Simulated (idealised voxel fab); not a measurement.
process module | voxel transistor to metal
cross-section cut | 295 nm wide | cells 5 nm
A cross-section is a grid of square cells, given in bands from the top down. A band is one or more rows of cells.
Each band's line starts with the height of the band's top and of its bottom, in nm. Then come its materials from left to right, each with its width in nm. One material with "throughout" fills the band from edge to edge. "air" is empty space.
Height 0 is the level under which the wafer as received is all one material. The lowest band goes on downwards, as in "0 down".
A width such as "30 to 40" changes by the same amount from each row of cells to the next, from the band's top row to its bottom row.
"no change" after a step means that no cell of the cross-section changed.
closed voids: empty space of 8 cells or more with no open way to the top, each as width x height at its distance from the left edge, in nm
after a step's settings: what the simulator itself notes on the step
overlay nm, on a step with a mask: how far to the right of its planned place the mask lay; to the left if negative
plan
1 op RECEIVE | material Si
2 op CONFORMAL_DEP | material SiO2 | thk nm 5
3 op CONFORMAL_DEP | material SiN | thk nm 10
4 op DIRECTIONAL_DEP | material aC | thk nm 15
5 op PATTERN | tone cover | mask id ACTIVE | material resist | width nm 115 | pitch nm 145 | thk nm 30 | overlay nm 0
6 op DIRECTIONAL_ETCH | etch materials aC | depth nm 15
7 op STRIP | etch materials resist
8 op DIRECTIONAL_ETCH | etch materials SiN | depth nm 10
9 op DIRECTIONAL_ETCH | etch materials SiO2 | depth nm 5
10 op DIRECTIONAL_ETCH | etch materials Si | depth nm 30
11 op STRIP | etch materials aC
12 op OXIDIZE | depth nm 5
13 op FILL_DEP | material SiO2 | thk nm 5
14 op CMP | height nm 15
15 op SELECTIVE_ETCH | etch materials SiO2 | depth nm 10
16 op STRIP | etch materials SiN
17 op SELECTIVE_ETCH | etch materials SiO2 | depth nm 5
18 op OXIDIZE | depth nm 5
19 op DIRECTIONAL_DEP | material polySi | thk nm 20
20 op DIRECTIONAL_DEP | material SiCN | thk nm 10
21 op DIRECTIONAL_DEP | material aC | thk nm 15
22 op PATTERN | tone cover | mask id GATE | material resist | width nm 25 | pitch nm 145 | thk nm 30 | overlay nm 0
23 op DIRECTIONAL_ETCH | etch materials aC | depth nm 15
24 op STRIP | etch materials resist
25 op DIRECTIONAL_ETCH | etch materials SiCN | depth nm 20
26 op DIRECTIONAL_ETCH | etch materials polySi | depth nm 30
27 op STRIP | etch materials aC
28 op CONFORMAL_DEP | material SiN | thk nm 5
29 op DIRECTIONAL_ETCH | etch materials SiN | depth nm 5
30 op DIRECTIONAL_ETCH | etch materials SiO2 | depth nm 5
31 op DIRECTIONAL_ETCH | etch materials Si | depth nm 5
32 op EPI | material pSi | thk nm 5
33 op FILL_DEP | material SiO2 | thk nm 5
34 op CMP | height nm 20
35 op STRIP | etch materials polySi
36 op SELECTIVE_ETCH | etch materials SiO2 | depth nm 5
37 op CONFORMAL_DEP | material HfO2 | thk nm 5
38 op CONFORMAL_DEP | material TiN | thk nm 5
39 op FILL_DEP | material W | thk nm 10
40 op CMP | height nm 15
41 op DIRECTIONAL_DEP | material SiO2 | thk nm 10
42 op PATTERN | tone open | mask id CONTACT | material resist | width nm 20 | thk nm 15 | overlay nm 0
43 op DIRECTIONAL_ETCH | etch materials SiO2 | depth nm 30
44 op STRIP | etch materials resist
45 op CONFORMAL_DEP | material TiN | thk nm 5
46 op FILL_DEP | material W | thk nm 5
47 op CMP | height nm 25
48 op CONFORMAL_DEP | material SiN | thk nm 5
49 op DIRECTIONAL_DEP | material lowk | thk nm 20
50 op MASKED_ETCH | tone open | mask id METAL_1 | width nm 20 | etch materials lowk | depth nm 20 | overlay nm 0
51 op MASKED_ETCH | tone open | mask id METAL_1 | width nm 20 | etch materials SiN | depth nm 5 | overlay nm 0
52 op CONFORMAL_DEP | material TiN | thk nm 5
53 op FILL_DEP | material Cu | thk nm 5
54 op CMP | height nm 50
55 op EPI | material Ru | thk nm 5
56 op FILL_DEP | material SiCN | thk nm 5
57 op DIRECTIONAL_DEP | material lowk | thk nm 25
58 op MASKED_ETCH | tone open | mask id METAL_2_HOLES | width nm 15 | pitch nm 145 | etch materials lowk | depth nm 25 | overlay nm 0
59 op DIRECTIONAL_DEP | material aC | thk nm 15
60 op PATTERN | tone open | mask id METAL_2 | material resist | width nm 20 | pitch nm 145 | thk nm 35 | overlay nm 0
61 op DIRECTIONAL_ETCH | etch materials aC | depth nm 15
62 op STRIP | etch materials resist
63 op DIRECTIONAL_ETCH | etch materials lowk | depth nm 15
64 op DIRECTIONAL_ETCH | etch materials SiCN | depth nm 5
65 op STRIP | etch materials aC
66 op CONFORMAL_DEP | material TiN | thk nm 5
67 op FILL_DEP | material Cu | thk nm 10
68 op CMP | height nm 85
69 op CONFORMAL_DEP | material SiN | thk nm 5
as received, after step 1
  0 down: Si throughout
  closed voids: none
first wafer at the end, as planned
  90 to 85: SiN throughout
  85 to 75: lowk 25 | TiN 5 | Cu 10 | TiN 5 | lowk 125 | TiN 5 | Cu 10 | TiN 5 | lowk 105
  75 to 70: lowk 25 | TiN 5 | Cu 5 | TiN 10 | lowk 125 | TiN 5 | Cu 5 | TiN 10 | lowk 105
  70 to 60: lowk 25 | TiN 5 | Cu 5 | TiN 5 | lowk 130 | TiN 5 | Cu 5 | TiN 5 | lowk 110
  60 to 55: SiCN 25 | TiN 15 | SiCN 130 | TiN 15 | SiCN 110
  55 to 50: SiCN 20 | Ru 30 | SiCN 45 | Ru 30 | SiCN 40 | Ru 30 | SiCN 45 | Ru 30 | SiCN 25
  50 to 30: lowk 25 | TiN 5 | Cu 10 | TiN 5 | lowk 55 | TiN 5 | Cu 10 | TiN 5 | lowk 50 | TiN 5 | Cu 10 | TiN 5 | lowk 55 | TiN 5 | Cu 10 | TiN 5 | lowk 30
  30 to 25: SiN 25 | TiN 20 | SiN 55 | TiN 20 | SiN 50 | TiN 20 | SiN 55 | TiN 20 | SiN 30
  25 to 15: SiO2 25 | TiN 5 | W 10 | TiN 5 | SiO2 55 | TiN 5 | W 10 | TiN 5 | SiO2 50 | TiN 5 | W 10 | TiN 5 | SiO2 55 | TiN 5 | W 10 | TiN 5 | SiO2 30
  15 to 5: SiO2 25 | TiN 5 | W 10 | TiN 5 | SiO2 10 | SiN 5 | HfO2 5 | TiN 5 | W 5 | TiN 5 | HfO2 5 | SiN 5 | SiO2 10 | TiN 5 | W 10 | TiN 5 | SiO2 50 | TiN 5 | W 10 | TiN 5 | SiO2 10 | SiN 5 | HfO2 5 | TiN 5 | W 5 | TiN 5 | HfO2 5 | SiN 5 | SiO2 10 | TiN 5 | W 10 | TiN 5 | SiO2 30
  5 to 0: SiO2 25 | TiN 5 | W 10 | TiN 5 | SiO2 10 | SiN 5 | HfO2 5 | TiN 15 | HfO2 5 | SiN 5 | SiO2 10 | TiN 5 | W 10 | TiN 5 | SiO2 50 | TiN 5 | W 10 | TiN 5 | SiO2 10 | SiN 5 | HfO2 5 | TiN 15 | HfO2 5 | SiN 5 | SiO2 10 | TiN 5 | W 10 | TiN 5 | SiO2 30
  0 to -5: SiO2 25 | TiN 20 | SiO2 5 | pSi 5 | HfO2 35 | pSi 5 | SiO2 5 | TiN 20 | SiO2 50 | TiN 20 | SiO2 5 | pSi 5 | HfO2 35 | pSi 5 | SiO2 5 | TiN 20 | SiO2 30
  -5 to -10: SiO2 20 | pSi 35 | Si 35 | pSi 35 | SiO2 40 | pSi 35 | Si 35 | pSi 35 | SiO2 25
  -10 to -35: SiO2 20 | Si 105 | SiO2 40 | Si 105 | SiO2 25
  -35 down: Si throughout
  closed voids: none
second wafer at the end: like start, like plan, one mistake
  90 to 85: SiN throughout
  85 to 75: lowk 25 | TiN 5 | Cu 10 | TiN 5 | lowk 125 | TiN 5 | Cu 10 | TiN 5 | lowk 105
  75 to 70: lowk 25 | TiN 5 | Cu 5 | TiN 10 | lowk 125 | TiN 5 | Cu 5 | TiN 10 | lowk 105
  70 to 60: lowk 25 | TiN 5 | Cu 5 | TiN 5 | lowk 130 | TiN 5 | Cu 5 | TiN 5 | lowk 110
  60 to 55: SiCN 25 | TiN 15 | SiCN 130 | TiN 15 | SiCN 110
  55 to 50: SiCN 20 | Ru 30 | SiCN 45 | Ru 30 | SiCN 40 | Ru 30 | SiCN 45 | Ru 30 | SiCN 25
  50 to 30: lowk 25 | TiN 5 | Cu 10 | TiN 5 | lowk 55 | TiN 5 | Cu 10 | TiN 5 | lowk 50 | TiN 5 | Cu 10 | TiN 5 | lowk 55 | TiN 5 | Cu 10 | TiN 5 | lowk 30
  30 to 25: SiN 25 | TiN 20 | SiN 55 | TiN 20 | SiN 50 | TiN 20 | SiN 55 | TiN 20 | SiN 30
  25 to 15: SiO2 25 | Ru 5 | W 10 | Ru 5 | SiO2 55 | Ru 5 | W 10 | Ru 5 | SiO2 50 | Ru 5 | W 10 | Ru 5 | SiO2 55 | Ru 5 | W 10 | Ru 5 | SiO2 30
  15 to 5: SiO2 25 | Ru 5 | W 10 | Ru 5 | SiO2 10 | SiN 5 | HfO2 5 | TiN 5 | W 5 | TiN 5 | HfO2 5 | SiN 5 | SiO2 10 | Ru 5 | W 10 | Ru 5 | SiO2 50 | Ru 5 | W 10 | Ru 5 | SiO2 10 | SiN 5 | HfO2 5 | TiN 5 | W 5 | TiN 5 | HfO2 5 | SiN 5 | SiO2 10 | Ru 5 | W 10 | Ru 5 | SiO2 30
  5 to 0: SiO2 25 | Ru 5 | W 10 | Ru 5 | SiO2 10 | SiN 5 | HfO2 5 | TiN 15 | HfO2 5 | SiN 5 | SiO2 10 | Ru 5 | W 10 | Ru 5 | SiO2 50 | Ru 5 | W 10 | Ru 5 | SiO2 10 | SiN 5 | HfO2 5 | TiN 15 | HfO2 5 | SiN 5 | SiO2 10 | Ru 5 | W 10 | Ru 5 | SiO2 30
  0 to -5: SiO2 25 | Ru 20 | SiO2 5 | pSi 5 | HfO2 35 | pSi 5 | SiO2 5 | Ru 20 | SiO2 50 | Ru 20 | SiO2 5 | pSi 5 | HfO2 35 | pSi 5 | SiO2 5 | Ru 20 | SiO2 30
  -5 to -10: SiO2 20 | pSi 35 | Si 35 | pSi 35 | SiO2 40 | pSi 35 | Si 35 | pSi 35 | SiO2 25
  -10 to -35: SiO2 20 | Si 105 | SiO2 40 | Si 105 | SiO2 25
  -35 down: Si throughout
  closed voids: none
what went wrong: step 45 ran as: op CONFORMAL_DEP | material Ru | thk nm 5
at the end the second wafer has, in cells: 56 more of Ru | 56 fewer of TiN
